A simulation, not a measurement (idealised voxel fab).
Herein follows the process module entitled voxel ribs on slabs.
Xsec cut, 140 nm wide, square cell size 5 nm.
A cross-section is a grid of square cells, given in bands from the top down. A band is one or more rows of cells.
Band entry format. Leading values: height of top, height of bottom, nm. Remainder: materials in left-to-right order, each with its width in nm. Special words: "all across" on a single material, which then fills the band edge to edge; "empty", empty space.
Note: height 0 marks the level under which the wafer is uniformly one material as received. Lowest band unbounded below, written "0 -> down".
A width given as "30->40" starts at the first number in the band's top row and ends at the second number in its bottom row, shifting by an equal amount at every step from row to row.
Reading "stayed the same" for a step: not a cell of the cross-section changed in it.
"Enclosed void listing" means: voids of 8 cells or more that are shut off from the top with no open way through. Written width x height at distance, distance from the left edge, in nm.
On each step's line, the part that comes after the settings is the simulator's own comment on the step.
overlay nm: where the mask lay relative to plan, measured to the right, on steps with a mask; negatives go left.

-- Intended process steps
| 1 | RECEIVE,material Si |
| 2 | DIRECTIONAL_DEP,material SiO2,thk nm 25 |
| 3 | DIRECTIONAL_DEP,material polySi,thk nm 25 |
| 4 | MASKED_ETCH,tone cover,mask id RIB,width nm 25,etch materials polySi,depth nm 20,overlay nm 0 |
| 5 | MASKED_ETCH,tone cover,mask id SLAB,width nm 85,etch materials polySi,depth nm 5,overlay nm 0 |
| 6 | FILL_DEP,material SiO2,thk nm 15 |
| 7 | CMP,height nm 60 |
| 8 | DIRECTIONAL_DEP,material TiN,thk nm 10 |
| 9 | MASKED_ETCH,tone cover,mask id HEATER,width nm 35,etch materials TiN,depth nm 10,overlay nm 0 |
| 10 | CONFORMAL_DEP,material SiO2,thk nm 5 |

-- Here's what the wafer looked like in cross-section when it arrived - that's after step 1
* 0 -> down = Si all across
* Enclosed void listing: none

-- Looking at the first of two wafers in cross-section at end of module - ran to plan
* 75 -> 70 = empty: 45  SiO2: 45  empty: 50
* 70 -> 65 = empty: 45  SiO2: 5  TiN: 35  SiO2: 5  empty: 50
* 65 -> 60 = SiO2: 50  TiN: 35  SiO2: 55
* 60 -> 50 = SiO2 all across
* 50 -> 30 = SiO2: 55  polySi: 25  SiO2: 60
* 30 -> 25 = SiO2: 25  polySi: 85  SiO2: 30
* 25 -> 0 = SiO2 all across
* 0 -> down = Si all across
* Enclosed void listing: none

-- Wafer two, end of module, cross-section. Same start, same plan as wafer one. One mistake in the run
* 75 -> 70 = empty: 40  SiO2: 55  empty: 45
* 70 -> 65 = empty: 40  SiO2: 5  TiN: 45  SiO2: 5  empty: 45
* 65 -> 60 = SiO2: 45  TiN: 45  SiO2: 50
* 60 -> 50 = SiO2 all across
* 50 -> 30 = SiO2: 55  polySi: 25  SiO2: 60
* 30 -> 25 = SiO2: 25  polySi: 85  SiO2: 30
* 25 -> 0 = SiO2 all across
* 0 -> down = Si all across
* Enclosed void listing: none
Against the plan, the run slipped here: the process deviated at step 9: the operation and settings actually run there were MASKED_ETCH,tone cover,mask id HEATER,width nm 45,etch materials TiN,depth nm 10,overlay nm 0
The final cell counts differ between the wafers, with the second having more or fewer of some materials than the first: +4 TiN
